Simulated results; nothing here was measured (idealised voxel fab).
process module | voxel released beams
cross-section cut | 255 nm wide | cells 5 nm
A cross-section is a grid of square cells, given in bands from the top down. A band is one or more rows of cells.
Each band's line starts with the height of the band's top and of its bottom, in nm. Then come its materials from left to right, each with its width in nm. One material with "throughout" fills the band from edge to edge. "air" is empty space.
Height 0 is the level under which the wafer as received is all one material. The lowest band goes on downwards, as in "0 down".
A width such as "30 to 40" changes by the same amount from each row of cells to the next, from the band's top row to its bottom row.
"no change" after a step means that no cell of the cross-section changed.
closed voids: empty space of 8 cells or more with no open way to the top, each as width x height at its distance from the left edge, in nm
after a step's settings: what the simulator itself notes on the step
overlay nm, on a step with a mask: how far to the right of its planned place the mask lay; to the left if negative
plan
1 op RECEIVE | material Si
2 op CONFORMAL_DEP | material SiN | thk nm 5
3 op DIRECTIONAL_DEP | material SiO2 | thk nm 15
4 op DIRECTIONAL_DEP | material aC | thk nm 10
5 op PATTERN | tone open | mask id ANCHOR | material resist | width nm 25 | thk nm 30 | overlay nm 0
6 op DIRECTIONAL_ETCH | etch materials aC | depth nm 10
7 op STRIP | etch materials resist
8 op DIRECTIONAL_ETCH | etch materials SiO2 | depth nm 15
9 op STRIP | etch materials aC
10 op CONFORMAL_DEP | material TiN | thk nm 15
11 op DIRECTIONAL_DEP | material aC | thk nm 10
12 op PATTERN | tone cover | mask id BEAM | material resist | width nm 80 | thk nm 25 | overlay nm 0
13 op DIRECTIONAL_ETCH | etch materials aC | depth nm 10
14 op STRIP | etch materials resist
15 op DIRECTIONAL_ETCH | etch materials TiN | depth nm 15
16 op STRIP | etch materials aC
17 op STRIP | etch materials SiO2
varied across the wafers: width nm of step 5. The plan shows the first wafer's value. All wafers start alike
first wafer as received, after step 1
  0 down: Si throughout
  closed voids: none
first wafer at the end, after step 17
  35 to 20: air 85 | TiN 80 | air 90
  20 to 5: air 95 | TiN 25 | air 135
  5 to 0: SiN throughout
  0 down: Si throughout
  closed voids: none
last wafer at the end
  35 to 20: air 85 | TiN 15 | air 20 | TiN 45 | air 90
  20 to 5: air 85 | TiN 50 | air 120
  5 to 0: SiN throughout
  0 down: Si throughout
  closed voids: none
each wafer at the end: cells of each material gained (+) or lost (-) since it was received, then its closed voids
width nm 25 | +51 SiN | +63 TiN | closed voids: none
width nm 30 | +51 SiN | +66 TiN | closed voids: none
width nm 35 | +51 SiN | +66 TiN | closed voids: none
width nm 40 | +51 SiN | +66 TiN | closed voids: none
width nm 45 | +51 SiN | +66 TiN | closed voids: none
width nm 50 | +51 SiN | +66 TiN | closed voids: none
